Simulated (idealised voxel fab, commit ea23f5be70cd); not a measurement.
You're looking at the process module voxel transistor to metal.
Cross-section cut spans 155 nm and uses square cells 5 nm in size.
Think of the cross-section as a grid of square cells. We describe it in bands, top to bottom, and each band covers one or more rows of those cells. For a band, the entry starts with two heights in nm, that of the top and then that of the bottom, and carries on with the band's materials in order from left to right, each alongside its width in nm; the word "all across" beside a single material means it fills the band edge to edge, and "blank" means empty space. Convention: height 0 is the level below which the wafer, as received, is all one material. The lowest band does not terminate at the bottom but continues downward, represented as "from 0 down". It should be noted that a width expressed as "30 to 40" varies in equal increments from row to row of cells within the band, taking the value of the first number at the top row and that of the second number at the bottom row. "no alteration" for a step: no cell of the cross-section changed in that step. The list in "Enclosed void catalog" covers empty spaces of 8 cells or more that cannot reach the top through any open way, and it gives each as width x height at distance; the distance is from the left edge, and width, height and distance are in nm. If you see something after the settings on a step's line, that's the simulator's own remark about that step. "overlay nm" denotes, for a step that has a mask, the displacement of the mask to the right of its planned place, with negative values corresponding to the left.

## The following list gives the planned process steps
- 1: RECEIVE | material Si
- 2: OXIDIZE | depth nm 5
- 3: CONFORMAL_DEP | material SiN | thk nm 15
- 4: MASKED_ETCH | tone cover | mask id ACTIVE | width nm 115 | etch materials SiN | depth nm 15 | overlay nm 0
- 5: MASKED_ETCH | tone cover | mask id ACTIVE | width nm 115 | etch materials SiO2 | depth nm 5 | overlay nm 0
- 6: MASKED_ETCH | tone cover | mask id ACTIVE | width nm 115 | etch materials Si | depth nm 25 | overlay nm 0
- 7: FILL_DEP | material SiO2 | thk nm 15
- 8: CMP | height nm 15
- 9: SELECTIVE_ETCH | etch materials SiO2 | depth nm 10
- 10: STRIP | etch materials SiN
- 11: SELECTIVE_ETCH | etch materials SiO2 | depth nm 5
- 12: OXIDIZE | depth nm 5
- 13: DIRECTIONAL_DEP | material polySi | thk nm 30
- 14: DIRECTIONAL_DEP | material SiCN | thk nm 10
- 15: MASKED_ETCH | tone cover | mask id GATE | width nm 25 | etch materials SiCN | depth nm 20 | overlay nm 0
- 16: MASKED_ETCH | tone cover | mask id GATE | width nm 25 | etch materials polySi | depth nm 40 | overlay nm 0
- 17: CONFORMAL_DEP | material SiN | thk nm 5
- 18: DIRECTIONAL_ETCH | etch materials SiN | depth nm 5
- 19: DIRECTIONAL_ETCH | etch materials SiO2 | depth nm 5
- 20: DIRECTIONAL_ETCH | etch materials Si | depth nm 5
- 21: EPI | material pSi | thk nm 5
- 22: FILL_DEP | material SiO2 | thk nm 5
- 23: CMP | height nm 35
- 24: DIRECTIONAL_DEP | material SiO2 | thk nm 10
- 25: DIRECTIONAL_DEP | material aC | thk nm 10
- 26: PATTERN | tone open | mask id CONTACT | material resist | width nm 20 | pitch nm 85 | thk nm 25 | overlay nm -10
- 27: DIRECTIONAL_ETCH | etch materials aC | depth nm 10
- 28: STRIP | etch materials resist
- 29: DIRECTIONAL_ETCH | etch materials SiO2 | depth nm 55
- 30: STRIP | etch materials aC
- 31: CONFORMAL_DEP | material TiN | thk nm 5
- 32: FILL_DEP | material W | thk nm 5
- 33: CMP | height nm 45
- 34: DIRECTIONAL_DEP | material TiN | thk nm 5
- 35: DIRECTIONAL_DEP | material Ru | thk nm 25
- 36: PATTERN | tone cover | mask id METAL_1 | material resist | width nm 20 | pitch nm 85 | thk nm 15 | overlay nm 0
- 37: DIRECTIONAL_ETCH | etch materials Ru | depth nm 25
- 38: DIRECTIONAL_ETCH | etch materials TiN | depth nm 5
- 39: STRIP | etch materials resist
- 40: FILL_DEP | material lowk | thk nm 10
- 41: CMP | height nm 75
- 42: CONFORMAL_DEP | material SiCN | thk nm 5
- 43: DIRECTIONAL_DEP | material SiO2 | thk nm 25
- 44: MASKED_ETCH | tone open | mask id METAL_2 | width nm 20 | pitch nm 85 | etch materials SiO2 | depth nm 15 | overlay nm 0
- 45: PATTERN | tone open | mask id METAL_2_HOLES | material resist | width nm 15 | pitch nm 85 | thk nm 15 | overlay nm 0
- 46: DIRECTIONAL_ETCH | etch materials SiO2 | depth nm 10
- 47: DIRECTIONAL_ETCH | etch materials SiCN | depth nm 5
- 48: STRIP | etch materials resist
- 49: CONFORMAL_DEP | material TiN | thk nm 5
- 50: FILL_DEP | material Cu | thk nm 5
- 51: CMP | height nm 105
- 52: CONFORMAL_DEP | material SiCN | thk nm 5
Across this set of wafers, the varied parameter is the overlay nm of step 26. Starting conditions are identical for every wafer, and the plan reports the value assigned to the first wafer.

## After step 1, as received: first of several wafers, cross-section
  from 0 down | Si all across
  Enclosed void catalog: none

## What follows is a table in which each wafer occupies a row; for the wafer as it stands at the close of the module, the row states, material by material, how many cells have been gained (+) or lost (-) since receipt, and then gives its closed voids
overlay nm -10, +14 Cu, +40 Ru, -110 Si, +66 SiCN, +18 SiN, +346 SiO2, +84 TiN, +38 W, +138 lowk, +18 pSi, +30 polySi, Enclosed void catalog: none
overlay nm -5, +14 Cu, +40 Ru, -110 Si, +66 SiCN, +18 SiN, +344 SiO2, +84 TiN, +40 W, +138 lowk, +18 pSi, +30 polySi, Enclosed void catalog: none
overlay nm 0, +14 Cu, +40 Ru, -110 Si, +66 SiCN, +18 SiN, +344 SiO2, +84 TiN, +40 W, +138 lowk, +18 pSi, +30 polySi, Enclosed void catalog: none
overlay nm 5, +14 Cu, +40 Ru, -110 Si, +66 SiCN, +18 SiN, +344 SiO2, +84 TiN, +40 W, +138 lowk, +18 pSi, +30 polySi, Enclosed void catalog: none
overlay nm 10, +14 Cu, +40 Ru, -110 Si, +66 SiCN, +18 SiN, +346 SiO2, +84 TiN, +38 W, +138 lowk, +18 pSi, +30 polySi, Enclosed void catalog: none
